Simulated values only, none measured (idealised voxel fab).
process module | voxel self aligned vias
cross-section cut | 260 nm wide | cells 5 nm
A cross-section is a grid of square cells, given in bands from the top down. A band is one or more rows of cells.
Each band's line starts with the height of the band's top and of its bottom, in nm. Then come its materials from left to right, each with its width in nm. One material with "throughout" fills the band from edge to edge. "air" is empty space.
Height 0 is the level under which the wafer as received is all one material. The lowest band goes on downwards, as in "0 down".
A width such as "30 to 40" changes by the same amount from each row of cells to the next, from the band's top row to its bottom row.
"no change" after a step means that no cell of the cross-section changed.
closed voids: empty space of 8 cells or more with no open way to the top, each as width x height at its distance from the left edge, in nm
after a step's settings: what the simulator itself notes on the step
overlay nm, on a step with a mask: how far to the right of its planned place the mask lay; to the left if negative
plan
1 op RECEIVE | material Si
2 op CONFORMAL_DEP | material SiO2 | thk nm 10
3 op CONFORMAL_DEP | material SiCN | thk nm 5
4 op DIRECTIONAL_DEP | material lowk | thk nm 30
5 op MASKED_ETCH | tone open | mask id LINES | width nm 30 | pitch nm 70 | etch materials lowk | depth nm 30 | overlay nm 0
6 op CONFORMAL_DEP | material TiN | thk nm 5
7 op FILL_DEP | material Ru | thk nm 5
8 op CMP | height nm 45
9 op SELECTIVE_ETCH | etch materials W Ru TiN | depth nm 10
10 op FILL_DEP | material SiN | thk nm 5
11 op CMP | height nm 45
12 op DIRECTIONAL_DEP | material lowk | thk nm 15
13 op MASKED_ETCH | tone open | mask id VIAS | width nm 50 | pitch nm 140 | etch materials lowk | depth nm 15 | overlay nm 0
14 op MASKED_ETCH | tone open | mask id VIAS | width nm 50 | pitch nm 140 | etch materials SiN | depth nm 10 | overlay nm 0
15 op CONFORMAL_DEP | material TiN | thk nm 5
16 op FILL_DEP | material Ru | thk nm 10
17 op CMP | height nm 60
18 op CONFORMAL_DEP | material SiCN | thk nm 5
as received, after step 1
  0 down: Si throughout
  closed voids: none
first wafer at the end, as planned
  65 to 60: SiCN throughout
  60 to 50: lowk 35 | TiN 5 | Ru 40 | TiN 5 | lowk 90 | TiN 5 | Ru 40 | TiN 5 | lowk 35
  50 to 45: lowk 35 | TiN 15 | Ru 20 | TiN 15 | lowk 90 | TiN 15 | Ru 20 | TiN 15 | lowk 35
  45 to 40: lowk 45 | TiN 5 | Ru 20 | TiN 5 | lowk 40 | SiN 30 | lowk 40 | TiN 5 | Ru 20 | TiN 5 | lowk 45
  40 to 35: lowk 45 | TiN 30 | lowk 40 | SiN 30 | lowk 40 | TiN 30 | lowk 45
  35 to 20: lowk 45 | TiN 5 | Ru 20 | TiN 5 | lowk 40 | TiN 5 | Ru 20 | TiN 5 | lowk 40 | TiN 5 | Ru 20 | TiN 5 | lowk 45
  20 to 15: lowk 45 | TiN 30 | lowk 40 | TiN 30 | lowk 40 | TiN 30 | lowk 45
  15 to 10: SiCN throughout
  10 to 0: SiO2 throughout
  0 down: Si throughout
  closed voids: none
second wafer at the end: like start, like plan, one mistake
  65 to 60: SiCN throughout
  60 to 50: lowk 35 | TiN 5 | Ru 40 | TiN 5 | lowk 90 | TiN 5 | Ru 40 | TiN 5 | lowk 35
  50 to 45: lowk 35 | TiN 15 | Ru 20 | TiN 15 | lowk 90 | TiN 15 | Ru 20 | TiN 15 | lowk 35
  45 to 40: lowk 45 | TiN 5 | Ru 20 | TiN 5 | lowk 40 | SiN 30 | lowk 40 | TiN 5 | Ru 20 | TiN 5 | lowk 45
  40 to 35: lowk 45 | TiN 30 | lowk 40 | SiN 30 | lowk 40 | TiN 30 | lowk 45
  35 to 30: lowk 45 | TiN 5 | Ru 20 | TiN 5 | lowk 40 | TiN 5 | Ru 20 | TiN 5 | lowk 40 | TiN 5 | Ru 20 | TiN 5 | lowk 45
  30 to 25: lowk 45 | TiN 30 | lowk 40 | TiN 30 | lowk 40 | TiN 30 | lowk 45
  25 to 10: SiCN throughout
  10 to 0: SiO2 throughout
  0 down: Si throughout
  closed voids: none
what went wrong: step 3 ran as: op CONFORMAL_DEP | material SiCN | thk nm 15
at the end the second wafer has, in cells: 24 fewer of Ru | 104 more of SiCN | 12 fewer of TiN | 68 fewer of lowk
